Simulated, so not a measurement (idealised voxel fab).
This section sets out a process module, namely voxel capacitor over wiring.
210 nm wide, 5 nm square cells: that's cross-section cut.
This document writes a cross-section as a grid whose cells are square, and gives it as bands, listed from the top down; one or more rows of cells form a band. The entry gives the band's vertical extent as a top height and a bottom height in nm, then its horizontal make-up as materials from left to right, each with a width in nm. "air" stands for empty space; a single material marked "full width" fills the band edge to edge. All heights in this document are referenced to 0, defined as the level beneath which the wafer, as received, consists entirely of one material. The lowest band is not bounded below; it extends indefinitely downward and is written in the form "0 nm and below". Width: "30 to 40" (first number = top row, second number = bottom row, same change from row to row of cells). "stayed the same", as given for a step, is the statement that not any cell of the cross-section underwent a change during that step. Reported under the label "Completely sealed voids" are the empty spaces having no open way to the top and comprising 8 cells or more; the notation for each is width x height at distance, in which the distance is measured from the left edge and all three values are in nm. On a step's line, text after the settings is the simulator commenting on that step. You can add "overlay nm" to a step's line. For a step with a mask, it describes how far the mask lay to the right of its planned position, and a negative number describes a lay to the left.

**Here's what the planned process steps look like**
1,RECEIVE (material Si)
2,CONFORMAL_DEP (material SiO2; thk nm 10)
3,CONFORMAL_DEP (material SiCN; thk nm 5)
4,DIRECTIONAL_DEP (material SiO2; thk nm 25)
5,PATTERN (tone open; mask id METAL_1; material resist; width nm 25; pitch nm 80; thk nm 20; overlay nm 0)
6,DIRECTIONAL_ETCH (etch materials SiO2; depth nm 25)
7,DIRECTIONAL_ETCH (etch materials SiCN; depth nm 5)
8,STRIP (etch materials resist)
9,CONFORMAL_DEP (material TiN; thk nm 5)
10,FILL_DEP (material Ru; thk nm 10)
11,CMP (height nm 40)
12,CONFORMAL_DEP (material SiCN; thk nm 5)
13,DIRECTIONAL_DEP (material lowk; thk nm 15)
14,PATTERN (tone open; mask id PLUG_1; material resist; width nm 15; thk nm 15; overlay nm 0)
15,DIRECTIONAL_ETCH (etch materials lowk; depth nm 15)
16,DIRECTIONAL_ETCH (etch materials SiCN; depth nm 5)
17,STRIP (etch materials resist)
18,EPI (material Ru; thk nm 10)
19,EPI (material Ru; thk nm 10)
20,DIRECTIONAL_DEP (material TiN; thk nm 10)
21,DIRECTIONAL_DEP (material Al2O3; thk nm 5)
22,DIRECTIONAL_DEP (material TiN; thk nm 10)
23,DIRECTIONAL_DEP (material aC; thk nm 10)
24,PATTERN (tone cover; mask id UPPER_PLATE; material resist; width nm 60; thk nm 25; overlay nm 0)
25,DIRECTIONAL_ETCH (etch materials aC; depth nm 10)
26,STRIP (etch materials resist)
27,DIRECTIONAL_ETCH (etch materials TiN; depth nm 10)
28,DIRECTIONAL_ETCH (etch materials Al2O3; depth nm 5)
29,STRIP (etch materials aC)
30,DIRECTIONAL_DEP (material aC; thk nm 15)
31,PATTERN (tone cover; mask id LOWER_PLATE; material resist; width nm 70; thk nm 30; overlay nm 0)
32,DIRECTIONAL_ETCH (etch materials aC; depth nm 15)
33,STRIP (etch materials resist)
34,DIRECTIONAL_ETCH (etch materials TiN; depth nm 10)
35,STRIP (etch materials aC)
36,FILL_DEP (material SiO2; thk nm 15)
37,CMP (height nm 95)
38,DIRECTIONAL_DEP (material aC; thk nm 10)
39,PATTERN (tone open; mask id PLUG_2; material resist; width nm 15; thk nm 25; overlay nm 0)
40,DIRECTIONAL_ETCH (etch materials aC; depth nm 10)
41,STRIP (etch materials resist)
42,DIRECTIONAL_ETCH (etch materials SiO2; depth nm 10)
43,STRIP (etch materials aC)
44,CONFORMAL_DEP (material TiN; thk nm 5)
45,FILL_DEP (material Cu; thk nm 5)
46,CMP (height nm 95)
47,CONFORMAL_DEP (material SiN; thk nm 5)

**Wafer at receipt (post step 1), cross-section**
  0 nm and below: Si full width
  Completely sealed voids: none

**Module complete, cross-section. Starting point and plan per above. One mistake made in running the module**
  100 nm to 95 nm: SiN full width
  95 nm to 90 nm: SiO2 (70); TiN (5); Cu (5); TiN (5); SiO2 (125)
  90 nm to 85 nm: SiO2 (70); TiN (15); SiO2 (125)
  85 nm to 75 nm: SiO2 (60); TiN (60); SiO2 (90)
  75 nm to 70 nm: SiO2 (60); Al2O3 (60); SiO2 (90)
  70 nm to 60 nm: SiO2 (55); TiN (70); SiO2 (85)
  60 nm to 45 nm: lowk (60); Ru (15); lowk (135)
  45 nm to 40 nm: SiCN (60); Ru (15); SiCN (135)
  40 nm to 15 nm: SiO2 (55); TiN (5); Ru (10); TiN (5); SiO2 (60); TiN (5); Ru (10); TiN (5); SiO2 (55)
  15 nm to 10 nm: SiCN (55); TiN (20); SiCN (60); TiN (20); SiCN (55)
  10 nm to 0 nm: SiO2 full width
  0 nm and below: Si full width
  Completely sealed voids: none
Run error: step 5 ran differently from the plan; actual operation with settings: PATTERN (tone open; mask id METAL_1; material resist; width nm 20; pitch nm 80; thk nm 20; overlay nm 0)
